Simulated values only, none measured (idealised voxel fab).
A process module follows: voxel plated lines.
Section shown: cut. Width: 240 nm. Cell size: 5 nm, square.
Format of a cross-section: grid, square cells. Given as bands. Order: top down. Band: one or more rows of cells. Per band: top height and bottom height in nm, followed by the left-to-right materials and their widths in nm; "throughout" marks a single material spanning edge to edge, "blank" marks empty space. Below 0: as-received wafer, all one material; heights counted from there. Lowest band: no bottom, goes on down, written "z 0 and below". The notation "30 to 40" denotes a width that varies across the rows of cells in the band, beginning at the first number in the top row, finishing at the second number in the bottom row, and changing by an identical amount from each row to the next. The designation "changes: none", where it is given for a processing step, indicates that no cell of the cross-section was altered in the course of that step. Under "Closed void inventory" you'll find the enclosed gaps, the ones with no way out to the top, that are 8 cells or bigger; each reads width x height at distance, with distance counted from the left edge, everything in nm. What comes after the settings on a step's line is commentary from the simulator itself on that step. overlay nm: where the mask lay relative to plan, measured to the right, on steps with a mask; negatives go left.
## Intended process steps
step 1: RECEIVE: material Si
step 2: CONFORMAL_DEP: material SiO2, thk nm 5
step 3: DIRECTIONAL_DEP: material TiN, thk nm 5
step 4: PATTERN: tone open, mask id LINES, material resist, width nm 25, pitch nm 50, thk nm 25, overlay nm 0
step 5: EPI: material Ru, thk nm 5
step 6: EPI: material Ru, thk nm 10
step 7: STRIP: etch materials resist
step 8: DIRECTIONAL_ETCH: etch materials TiN, depth nm 5
step 9: CONFORMAL_DEP: material SiCN, thk nm 5
## Incoming wafer in cross-section (state: after step 1)
z 0 and below: Si throughout
Closed void inventory: none
## The plan above was carried out on the starting structure above with one mistake, and this cross-section shows the wafer at the end of the module
z 20 to 15: blank (50)  SiCN (35)  blank (15)  SiCN (35)  blank (15)  SiCN (35)  blank (55)
z 15 to 10: blank (50)  SiCN (5)  Ru (25)  SiCN (5)  blank (15)  SiCN (5)  Ru (25)  SiCN (5)  blank (15)  SiCN (5)  Ru (25)  SiCN (5)  blank (55)
z 10 to 5: SiCN (55)  TiN (25)  SiCN (25)  TiN (25)  SiCN (25)  TiN (25)  SiCN (60)
z 5 to 0: SiO2 throughout
z 0 and below: Si throughout
Closed void inventory: none
What broke from the plan during processing? plan step 6: skipped, not run
